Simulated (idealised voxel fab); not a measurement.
You're looking at the process module voxel local oxidation.
Cross-section cut: width 285 nm, square cells of 5 nm.
Cross-section layout: square cells on a grid; listed as bands, top to bottom; a band spans one or more cell rows.
Each band's line starts with the height of the band's top and of its bottom, in nm. Then come its materials from left to right, each with its width in nm. One material with "everywhere" fills the band from edge to edge. "empty" is empty space.
Where do heights start? At 0: under that level the wafer as delivered is made of one material only. And the lowest band has no floor; it just carries on downward, as in "0 and below".
You'd read "30 to 40" like this: the band's top row of cells is as wide as the first number, its bottom row is as wide as the second, and going down, every row changes width by the same amount as the row before did.
Reading "stayed the same" for a step: not a cell of the cross-section changed in it.
Closed empty spaces (no open way to the top) of 8 cells or more are what "Sealed voids" lists, each as width x height at distance from the left edge, nm for all three.
The remark found on a step's line after its settings is issued by the simulator itself and pertains to that step.
overlay nm: right-of-plan distance of the mask on a masked step; negative values mean left-of-plan.
[The planned process steps are enumerated hereunder]
1) RECEIVE | material Si
2) CONFORMAL_DEP | material SiO2 | thk nm 5
3) CONFORMAL_DEP | material SiN | thk nm 10
4) MASKED_ETCH | tone cover | mask id ACTIVE | width nm 110 | etch materials SiN | depth nm 10 | overlay nm 0
5) SELECTIVE_ETCH | etch materials SiO2 | depth nm 5
6) OXIDIZE | depth nm 15
7) STRIP | etch materials SiN
[Step 1 complete: cross-section of the wafer as received]
0 and below: Si everywhere
Sealed voids: none
[End-of-module cross-section of the first of two wafers, processed as planned]
5 down to 0: 90 empty | 100 SiO2 | 95 empty
0 down to -15: 105 SiO2 | 70 Si | 110 SiO2
-15 and below: Si everywhere
Sealed voids: none
[The second wafer, shown in cross-section after the module: started the same way as the first and given the same plan, yet one mistake crept into how it was run]
0 down to -15: 100 SiO2 | 80 Si | 105 SiO2
-15 and below: Si everywhere
Sealed voids: none
Error vs. plan: step 2 of the plan: omitted, not performed
It is noted that, at the conclusion of processing, the second wafer exhibits a higher or lower cell count for certain materials relative to the first: 6 more of Si, 26 fewer of SiO2
